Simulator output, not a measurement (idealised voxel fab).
Process module under the name voxel gate over fins
Cross-sectional view cut (width: 230 nm; square cell size: 5 nm).
Throughout this document, each cross-section is represented as a grid of square cells and is presented as a sequence of bands enumerated from the top downward, where a band comprises one or more rows of cells.
Look at the band entry: it leads with the top's height and the bottom's height in nm. Then it lists the materials left to right, with a width in nm for each. The word "throughout" on a single material says that material fills the band edge to edge. The word "empty" is empty space.
Height is counted from the level 0, under which the received wafer is composed throughout of one material. The lowest of the bands is not closed at the bottom but continues downward, in the notation "0 down".
Per-row width for "30..40": begins at first number (top row of band), ends at second number (bottom row), increment between rows held constant.
Where the words "all unchanged" appear for a step, the cross-section shows no cell changed by that step; every cell remained as before.
Entry "Completely sealed voids". Content: empty spaces with no open connection to the top, size 8 cells or greater. Each: width x height at distance. Distance: from left edge. Unit: nm.
What comes after the settings on a step's line is commentary from the simulator itself on that step.
"overlay nm" denotes, for a step that has a mask, the displacement of the mask to the right of its planned place, with negative values corresponding to the left.

## The process steps that were planned are listed below
- 1: RECEIVE, material Si
- 2: CONFORMAL_DEP, material SiN, thk nm 10
- 3: MASKED_ETCH, tone cover, mask id FINS, width nm 15, pitch nm 50, etch materials SiN, depth nm 10, overlay nm 0
- 4: MASKED_ETCH, tone cover, mask id FINS, width nm 15, pitch nm 50, etch materials Si, depth nm 35, overlay nm 0
- 5: FILL_DEP, material SiO2, thk nm 5
- 6: CMP, height nm 10
- 7: MASKED_ETCH, tone open, mask id RAIL, width nm 15, etch materials SiO2, depth nm 40, overlay nm 0
- 8: CONFORMAL_DEP, material TiN, thk nm 5
- 9: FILL_DEP, material Ru, thk nm 10
- 10: CMP, height nm 10
- 11: SELECTIVE_ETCH, etch materials W Ru TiN, depth nm 35
- 12: FILL_DEP, material SiO2, thk nm 5
- 13: CMP, height nm 10
- 14: SELECTIVE_ETCH, etch materials SiO2, depth nm 25
- 15: STRIP, etch materials SiN
- 16: CONFORMAL_DEP, material HfO2, thk nm 5
- 17: CONFORMAL_DEP, material TiN, thk nm 5
- 18: CONFORMAL_DEP, material TiAl, thk nm 5
- 19: CONFORMAL_DEP, material TiN, thk nm 5
- 20: FILL_DEP, material W, thk nm 10
- 21: CMP, height nm 25
- 22: CONFORMAL_DEP, material SiCN, thk nm 5

## First out of two wafers; run went to plan

## The cross-section here shows the wafer as received, i.e. in its state after step 1
0 down  Si throughout
Completely sealed voids: none

## Wafer section view after processing step 2
10 to 0  SiN throughout
Below 0 it's all the same as before, nothing changed down there.

## Wafer section view after processing step 3
10 to 0  80 nm empty, then 15 nm SiN, then 35 nm empty, then 15 nm SiN, then 85 nm empty
Below 0 it's all the same as before, nothing changed down there.

## Wafer section view after processing step 4
10 to 0  80 nm empty, then 15 nm SiN, then 35 nm empty, then 15 nm SiN, then 85 nm empty
0 to -35  80 nm empty, then 15 nm Si, then 35 nm empty, then 15 nm Si, then 85 nm empty
Below -35 it's all the same as before, nothing changed down there.

## Wafer section view after processing step 5
15 to 10  SiO2 throughout
10 to 0  80 nm SiO2, then 15 nm SiN, then 35 nm SiO2, then 15 nm SiN, then 85 nm SiO2
0 to -35  80 nm SiO2, then 15 nm Si, then 35 nm SiO2, then 15 nm Si, then 85 nm SiO2
Below -35 it's all the same as before, nothing changed down there.

## Wafer section view after processing step 6
10 to 0  80 nm SiO2, then 15 nm SiN, then 35 nm SiO2, then 15 nm SiN, then 85 nm SiO2
Below 0 it's all the same as before, nothing changed down there.

## Wafer section view after processing step 7
10 to 0  80 nm SiO2, then 15 nm SiN, then 10 nm SiO2, then 15 nm empty, then 10 nm SiO2, then 15 nm SiN, then 85 nm SiO2
0 to -30  80 nm SiO2, then 15 nm Si, then 10 nm SiO2, then 15 nm empty, then 10 nm SiO2, then 15 nm Si, then 85 nm SiO2
Below -30 it's all the same as before, nothing changed down there.

## Wafer section view after processing step 8
15 to 10  110 nm TiN, then 5 nm empty, then 115 nm TiN
10 to 0  80 nm SiO2, then 15 nm SiN, then 10 nm SiO2, then 5 nm TiN, then 5 nm empty, then 5 nm TiN, then 10 nm SiO2, then 15 nm SiN, then 85 nm SiO2
0 to -25  80 nm SiO2, then 15 nm Si, then 10 nm SiO2, then 5 nm TiN, then 5 nm empty, then 5 nm TiN, then 10 nm SiO2, then 15 nm Si, then 85 nm SiO2
-25 to -30  80 nm SiO2, then 15 nm Si, then 10 nm SiO2, then 15 nm TiN, then 10 nm SiO2, then 15 nm Si, then 85 nm SiO2
Below -30 it's all the same as before, nothing changed down there.

## Wafer section view after processing step 9
25 to 15  Ru throughout
15 to 10  110 nm TiN, then 5 nm Ru, then 115 nm TiN
10 to 0  80 nm SiO2, then 15 nm SiN, then 10 nm SiO2, then 5 nm TiN, then 5 nm Ru, then 5 nm TiN, then 10 nm SiO2, then 15 nm SiN, then 85 nm SiO2
0 to -25  80 nm SiO2, then 15 nm Si, then 10 nm SiO2, then 5 nm TiN, then 5 nm Ru, then 5 nm TiN, then 10 nm SiO2, then 15 nm Si, then 85 nm SiO2
Below -25 it's all the same as before, nothing changed down there.

## Wafer section view after processing step 10
10 to 0  80 nm SiO2, then 15 nm SiN, then 10 nm SiO2, then 5 nm TiN, then 5 nm Ru, then 5 nm TiN, then 10 nm SiO2, then 15 nm SiN, then 85 nm SiO2
Below 0 it's all the same as before, nothing changed down there.

## Wafer section view after processing step 11
10 to 0  80 nm SiO2, then 15 nm SiN, then 10 nm SiO2, then 15 nm empty, then 10 nm SiO2, then 15 nm SiN, then 85 nm SiO2
0 to -25  80 nm SiO2, then 15 nm Si, then 10 nm SiO2, then 15 nm empty, then 10 nm SiO2, then 15 nm Si, then 85 nm SiO2
Below -25 it's all the same as before, nothing changed down there.

## Wafer section view after processing step 12
15 to 10  SiO2 throughout
10 to 0  80 nm SiO2, then 15 nm SiN, then 35 nm SiO2, then 15 nm SiN, then 85 nm SiO2
0 to -25  80 nm SiO2, then 15 nm Si, then 35 nm SiO2, then 15 nm Si, then 85 nm SiO2
Below -25 it's all the same as before, nothing changed down there.

## Wafer section view after processing step 13
10 to 0  80 nm SiO2, then 15 nm SiN, then 35 nm SiO2, then 15 nm SiN, then 85 nm SiO2
Below 0 it's all the same as before, nothing changed down there.

## Wafer section view after processing step 14
10 to 0  80 nm empty, then 15 nm SiN, then 35 nm empty, then 15 nm SiN, then 85 nm empty
0 to -15  80 nm empty, then 15 nm Si, then 35 nm empty, then 15 nm Si, then 85 nm empty
Below -15 it's all the same as before, nothing changed down there.

## Wafer section view after processing step 15
0 to -15  80 nm empty, then 15 nm Si, then 35 nm empty, then 15 nm Si, then 85 nm empty
Below -15 it's all the same as before, nothing changed down there.

## Wafer section view after processing step 16
5 to 0  75 nm empty, then 25 nm HfO2, then 25 nm empty, then 25 nm HfO2, then 80 nm empty
0 to -10  75 nm empty, then 5 nm HfO2, then 15 nm Si, then 5 nm HfO2, then 25 nm empty, then 5 nm HfO2, then 15 nm Si, then 5 nm HfO2, then 80 nm empty
-10 to -15  80 nm HfO2, then 15 nm Si, then 35 nm HfO2, then 15 nm Si, then 85 nm HfO2
Below -15 it's all the same as before, nothing changed down there.

## Wafer section view after processing step 17
10 to 5  70 nm empty, then 35 nm TiN, then 15 nm empty, then 35 nm TiN, then 75 nm empty
5 to 0  70 nm empty, then 5 nm TiN, then 25 nm HfO2, then 5 nm TiN, then 15 nm empty, then 5 nm TiN, then 25 nm HfO2, then 5 nm TiN, then 75 nm empty
0 to -5  70 nm empty, then 5 nm TiN, then 5 nm HfO2, then 15 nm Si, then 5 nm HfO2, then 5 nm TiN, then 15 nm empty, then 5 nm TiN, then 5 nm HfO2, then 15 nm Si, then 5 nm HfO2, then 5 nm TiN, then 75 nm empty
-5 to -10  75 nm TiN, then 5 nm HfO2, then 15 nm Si, then 5 nm HfO2, then 25 nm TiN, then 5 nm HfO2, then 15 nm Si, then 5 nm HfO2, then 80 nm TiN
Below -10 it's all the same as before, nothing changed down there.

## Wafer section view after processing step 18
15 to 10  65 nm empty, then 45 nm TiAl, then 5 nm empty, then 45 nm TiAl, then 70 nm empty
10 to 5  65 nm empty, then 5 nm TiAl, then 35 nm TiN, then 5 nm TiAl, then 5 nm empty, then 5 nm TiAl, then 35 nm TiN, then 5 nm TiAl, then 70 nm empty
5 to 0  65 nm empty, then 5 nm TiAl, then 5 nm TiN, then 25 nm HfO2, then 5 nm TiN, then 5 nm TiAl, then 5 nm empty, then 5 nm TiAl, then 5 nm TiN, then 25 nm HfO2, then 5 nm TiN, then 5 nm TiAl, then 70 nm empty
0 to -5  70 nm TiAl, then 5 nm TiN, then 5 nm HfO2, then 15 nm Si, then 5 nm HfO2, then 5 nm TiN, then 15 nm TiAl, then 5 nm TiN, then 5 nm HfO2, then 15 nm Si, then 5 nm HfO2, then 5 nm TiN, then 75 nm TiAl
Below -5 it's all the same as before, nothing changed down there.

## Wafer section view after processing step 19
20 to 15  60 nm empty, then 105 nm TiN, then 65 nm empty
15 to 10  60 nm empty, then 5 nm TiN, then 45 nm TiAl, then 5 nm TiN, then 45 nm TiAl, then 5 nm TiN, then 65 nm empty
10 to 5  60 nm empty, then 5 nm TiN, then 5 nm TiAl, then 35 nm TiN, then 5 nm TiAl, then 5 nm TiN, then 5 nm TiAl, then 35 nm TiN, then 5 nm TiAl, then 5 nm TiN, then 65 nm empty
5 to 0  65 nm TiN, then 5 nm TiAl, then 5 nm TiN, then 25 nm HfO2, then 5 nm TiN, then 5 nm TiAl, then 5 nm TiN, then 5 nm TiAl, then 5 nm TiN, then 25 nm HfO2, then 5 nm TiN, then 5 nm TiAl, then 70 nm TiN
Below 0 it's all the same as before, nothing changed down there.

## Wafer section view after processing step 20
30 to 20  W throughout
20 to 15  60 nm W, then 105 nm TiN, then 65 nm W
15 to 10  60 nm W, then 5 nm TiN, then 45 nm TiAl, then 5 nm TiN, then 45 nm TiAl, then 5 nm TiN, then 65 nm W
10 to 5  60 nm W, then 5 nm TiN, then 5 nm TiAl, then 35 nm TiN, then 5 nm TiAl, then 5 nm TiN, then 5 nm TiAl, then 35 nm TiN, then 5 nm TiAl, then 5 nm TiN, then 65 nm W
Below 5 it's all the same as before, nothing changed down there.

## Wafer section view after processing step 21
25 to 20  W throughout
Below 20 it's all the same as before, nothing changed down there.

## Wafer section view after processing step 22
30 to 25  SiCN throughout
Below 25 it's all the same as before, nothing changed down there.

## Second wafer, same starting state and plan as the first, one mistake in the run, identical through step 16

Second wafer at the planned finish of step 17, seen in cross-section: all unchanged

## Second wafer at the planned finish of step 18, seen in cross-section
10 to 5  70 nm empty, then 35 nm TiAl, then 15 nm empty, then 35 nm TiAl, then 75 nm empty
5 to 0  70 nm empty, then 5 nm TiAl, then 25 nm HfO2, then 5 nm TiAl, then 15 nm empty, then 5 nm TiAl, then 25 nm HfO2, then 5 nm TiAl, then 75 nm empty
0 to -5  70 nm empty, then 5 nm TiAl, then 5 nm HfO2, then 15 nm Si, then 5 nm HfO2, then 5 nm TiAl, then 15 nm empty, then 5 nm TiAl, then 5 nm HfO2, then 15 nm Si, then 5 nm HfO2, then 5 nm TiAl, then 75 nm empty
-5 to -10  75 nm TiAl, then 5 nm HfO2, then 15 nm Si, then 5 nm HfO2, then 25 nm TiAl, then 5 nm HfO2, then 15 nm Si, then 5 nm HfO2, then 80 nm TiAl
Below -10 it's all the same as before, nothing changed down there.

## Second wafer at the planned finish of step 19, seen in cross-section
15 to 10  65 nm empty, then 45 nm TiN, then 5 nm empty, then 45 nm TiN, then 70 nm empty
10 to 5  65 nm empty, then 5 nm TiN, then 35 nm TiAl, then 5 nm TiN, then 5 nm empty, then 5 nm TiN, then 35 nm TiAl, then 5 nm TiN, then 70 nm empty
5 to 0  65 nm empty, then 5 nm TiN, then 5 nm TiAl, then 25 nm HfO2, then 5 nm TiAl, then 5 nm TiN, then 5 nm empty, then 5 nm TiN, then 5 nm TiAl, then 25 nm HfO2, then 5 nm TiAl, then 5 nm TiN, then 70 nm empty
0 to -5  70 nm TiN, then 5 nm TiAl, then 5 nm HfO2, then 15 nm Si, then 5 nm HfO2, then 5 nm TiAl, then 15 nm TiN, then 5 nm TiAl, then 5 nm HfO2, then 15 nm Si, then 5 nm HfO2, then 5 nm TiAl, then 75 nm TiN
Below -5 it's all the same as before, nothing changed down there.

## Second wafer at the planned finish of step 20, seen in cross-section
25 to 15  W throughout
15 to 10  65 nm W, then 45 nm TiN, then 5 nm W, then 45 nm TiN, then 70 nm W
10 to 5  65 nm W, then 5 nm TiN, then 35 nm TiAl, then 5 nm TiN, then 5 nm W, then 5 nm TiN, then 35 nm TiAl, then 5 nm TiN, then 70 nm W
5 to 0  65 nm W, then 5 nm TiN, then 5 nm TiAl, then 25 nm HfO2, then 5 nm TiAl, then 5 nm TiN, then 5 nm W, then 5 nm TiN, then 5 nm TiAl, then 25 nm HfO2, then 5 nm TiAl, then 5 nm TiN, then 70 nm W
Below 0 it's all the same as before, nothing changed down there.

Second wafer at the planned finish of step 21, seen in cross-section: all unchanged

## Second wafer at the planned finish of step 22, seen in cross-section
30 to 25  SiCN throughout
Below 25 it's all the same as before, nothing changed down there.
Which mistake was made when the wafer was run? step 17 of the plan: omitted, not performed
Final difference in cells, second wafer against first, listed per material as more or fewer: TiN -55; W +55
